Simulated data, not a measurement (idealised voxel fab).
This is a process module. Its name is voxel quadruple lines.
Square cell edge 5 nm, section width 300 nm, ID cut.
A cross-section is written here as square cells arranged in a grid, and it is given in bands from the top down, each band taking up one or more rows of cells.
Each band's line starts with the height of the band's top and of its bottom, in nm. Then come its materials from left to right, each with its width in nm. One material with "everywhere" fills the band from edge to edge. "empty" is empty space.
Zero point of the height axis is 0; under it, received wafer = one material. Lowest band: continues down indefinitely, "0..down".
Quick explanation for "30..40": the width changes in equal steps down the rows of cells, from the first number in the band's top row to the second number in its bottom row.
Take "no alterations made" at face value: in the step it is given for, the cross-section changed in none of its cells.
In the "Closed-off voids" entry, you get each enclosed empty space of 8 cells or more, one with no open way to the top, written width x height at distance, distance from the left edge, in nm.
Anything after a step's settings on that line? It's the simulator's own note about the step.
Steps that use a mask can have "overlay nm" on their line. It says how far the mask sat to the right of where it was meant to be. Negative means to the left.
Planned process steps
1 op RECEIVE | material Si
2 op CONFORMAL_DEP | material Al2O3 | thk nm 5
3 op DIRECTIONAL_DEP | material W | thk nm 10
4 op DIRECTIONAL_DEP | material polySi | thk nm 15
5 op DIRECTIONAL_DEP | material aC | thk nm 25
6 op PATTERN | tone cover | mask id MANDREL | material resist | width nm 35 | thk nm 35 | overlay nm 0
7 op DIRECTIONAL_ETCH | etch materials aC | depth nm 25
8 op STRIP | etch materials resist
9 op CONFORMAL_DEP | material SiO2 | thk nm 15
10 op DIRECTIONAL_ETCH | etch materials SiO2 | depth nm 15
11 op STRIP | etch materials aC
12 op DIRECTIONAL_ETCH | etch materials polySi | depth nm 15
13 op STRIP | etch materials SiO2
14 op CONFORMAL_DEP | material SiN | thk nm 10
15 op DIRECTIONAL_ETCH | etch materials SiN | depth nm 10
16 op STRIP | etch materials polySi
17 op DIRECTIONAL_ETCH | etch materials W | depth nm 10
18 op STRIP | etch materials SiN
First of two wafers, with the run carried out as planned
Cross-section: wafer on arrival = after step 1
    0..down = Si everywhere
    Closed-off voids: none
Once step 2 is through, the wafer looks like this in cross-section
    5..0 = Al2O3 everywhere
    Unchanged below 0.
Once step 3 is through, the wafer looks like this in cross-section
    15..5 = W everywhere
    Unchanged below 5.
Once step 4 is through, the wafer looks like this in cross-section
    30..15 = polySi everywhere
    Unchanged below 15.
Once step 5 is through, the wafer looks like this in cross-section
    55..30 = aC everywhere
    Unchanged below 30.
Once step 6 is through, the wafer looks like this in cross-section
    90..55 = empty 130, resist 35, empty 135
    Unchanged below 55.
Once step 7 is through, the wafer looks like this in cross-section
    65..55 = empty 130, resist 35, empty 135
    55..30 = empty 130, aC 35, empty 135
    Unchanged below 30.
Once step 8 is through, the wafer looks like this in cross-section
    55..30 = empty 130, aC 35, empty 135
    Unchanged below 30.
Once step 9 is through, the wafer looks like this in cross-section
    70..55 = empty 115, SiO2 65, empty 120
    55..45 = empty 115, SiO2 15, aC 35, SiO2 15, empty 120
    45..30 = SiO2 130, aC 35, SiO2 135
    Unchanged below 30.
Once step 10 is through, the wafer looks like this in cross-section
    55..30 = empty 115, SiO2 15, aC 35, SiO2 15, empty 120
    Unchanged below 30.
Once step 11 is through, the wafer looks like this in cross-section
    55..30 = empty 115, SiO2 15, empty 35, SiO2 15, empty 120
    Unchanged below 30.
Once step 12 is through, the wafer looks like this in cross-section
    55..30 = empty 115, SiO2 15, empty 35, SiO2 15, empty 120
    30..15 = empty 115, polySi 15, empty 35, polySi 15, empty 120
    Unchanged below 15.
Once step 13 is through, the wafer looks like this in cross-section
    30..15 = empty 115, polySi 15, empty 35, polySi 15, empty 120
    Unchanged below 15.
Once step 14 is through, the wafer looks like this in cross-section
    40..30 = empty 105, SiN 35, empty 15, SiN 35, empty 110
    30..25 = empty 105, SiN 10, polySi 15, SiN 10, empty 15, SiN 10, polySi 15, SiN 10, empty 110
    25..15 = SiN 115, polySi 15, SiN 35, polySi 15, SiN 120
    Unchanged below 15.
Once step 15 is through, the wafer looks like this in cross-section
    30..15 = empty 105, SiN 10, polySi 15, SiN 10, empty 15, SiN 10, polySi 15, SiN 10, empty 110
    Unchanged below 15.
Once step 16 is through, the wafer looks like this in cross-section
    30..15 = empty 105, SiN 10, empty 15, SiN 10, empty 15, SiN 10, empty 15, SiN 10, empty 110
    Unchanged below 15.
Once step 17 is through, the wafer looks like this in cross-section
    30..15 = empty 105, SiN 10, empty 15, SiN 10, empty 15, SiN 10, empty 15, SiN 10, empty 110
    15..5 = empty 105, W 10, empty 15, W 10, empty 15, W 10, empty 15, W 10, empty 110
    Unchanged below 5.
Once step 18 is through, the wafer looks like this in cross-section
    15..5 = empty 105, W 10, empty 15, W 10, empty 15, W 10, empty 15, W 10, empty 110
    Unchanged below 5.
Regarding the second of the two wafers: it shared the first wafer's starting condition and process plan, yet one error occurred during its execution. Its history coincides with that of the first wafer up to and including step 1
Cross-section: second wafer, time at which step 2 was scheduled to end
    10..0 = W everywhere
    Unchanged below 0.
Cross-section: second wafer, time at which step 3 was scheduled to end
    15..10 = Al2O3 everywhere
    Unchanged below 10.
Cross-section: second wafer, time at which step 4 was scheduled to end
    30..15 = polySi everywhere
    Unchanged below 15.
Cross-section: second wafer, time at which step 5 was scheduled to end
    55..30 = aC everywhere
    Unchanged below 30.
Cross-section: second wafer, time at which step 6 was scheduled to end
    90..55 = empty 130, resist 35, empty 135
    Unchanged below 55.
Cross-section: second wafer, time at which step 7 was scheduled to end
    65..55 = empty 130, resist 35, empty 135
    55..30 = empty 130, aC 35, empty 135
    Unchanged below 30.
Cross-section: second wafer, time at which step 8 was scheduled to end
    55..30 = empty 130, aC 35, empty 135
    Unchanged below 30.
Cross-section: second wafer, time at which step 9 was scheduled to end
    70..55 = empty 115, SiO2 65, empty 120
    55..45 = empty 115, SiO2 15, aC 35, SiO2 15, empty 120
    45..30 = SiO2 130, aC 35, SiO2 135
    Unchanged below 30.
Cross-section: second wafer, time at which step 10 was scheduled to end
    55..30 = empty 115, SiO2 15, aC 35, SiO2 15, empty 120
    Unchanged below 30.
Cross-section: second wafer, time at which step 11 was scheduled to end
    55..30 = empty 115, SiO2 15, empty 35, SiO2 15, empty 120
    Unchanged below 30.
Cross-section: second wafer, time at which step 12 was scheduled to end
    55..30 = empty 115, SiO2 15, empty 35, SiO2 15, empty 120
    30..15 = empty 115, polySi 15, empty 35, polySi 15, empty 120
    Unchanged below 15.
Cross-section: second wafer, time at which step 13 was scheduled to end
    30..15 = empty 115, polySi 15, empty 35, polySi 15, empty 120
    Unchanged below 15.
Cross-section: second wafer, time at which step 14 was scheduled to end
    40..30 = empty 105, SiN 35, empty 15, SiN 35, empty 110
    30..25 = empty 105, SiN 10, polySi 15, SiN 10, empty 15, SiN 10, polySi 15, SiN 10, empty 110
    25..15 = SiN 115, polySi 15, SiN 35, polySi 15, SiN 120
    Unchanged below 15.
Cross-section: second wafer, time at which step 15 was scheduled to end
    30..15 = empty 105, SiN 10, polySi 15, SiN 10, empty 15, SiN 10, polySi 15, SiN 10, empty 110
    Unchanged below 15.
Cross-section: second wafer, time at which step 16 was scheduled to end
    30..15 = empty 105, SiN 10, empty 15, SiN 10, empty 15, SiN 10, empty 15, SiN 10, empty 110
    Unchanged below 15.
Cross-section: second wafer, time at which step 17 was scheduled to end: no alterations made
Cross-section: second wafer, time at which step 18 was scheduled to end
    15..10 = Al2O3 everywhere
    Unchanged below 10.
Deviation noted in wafer processing: step 3 occupied the plan position of step 2, and the converse holds as well
End check, counted in cells, second wafer has more or fewer of these materials than the first: +104 W
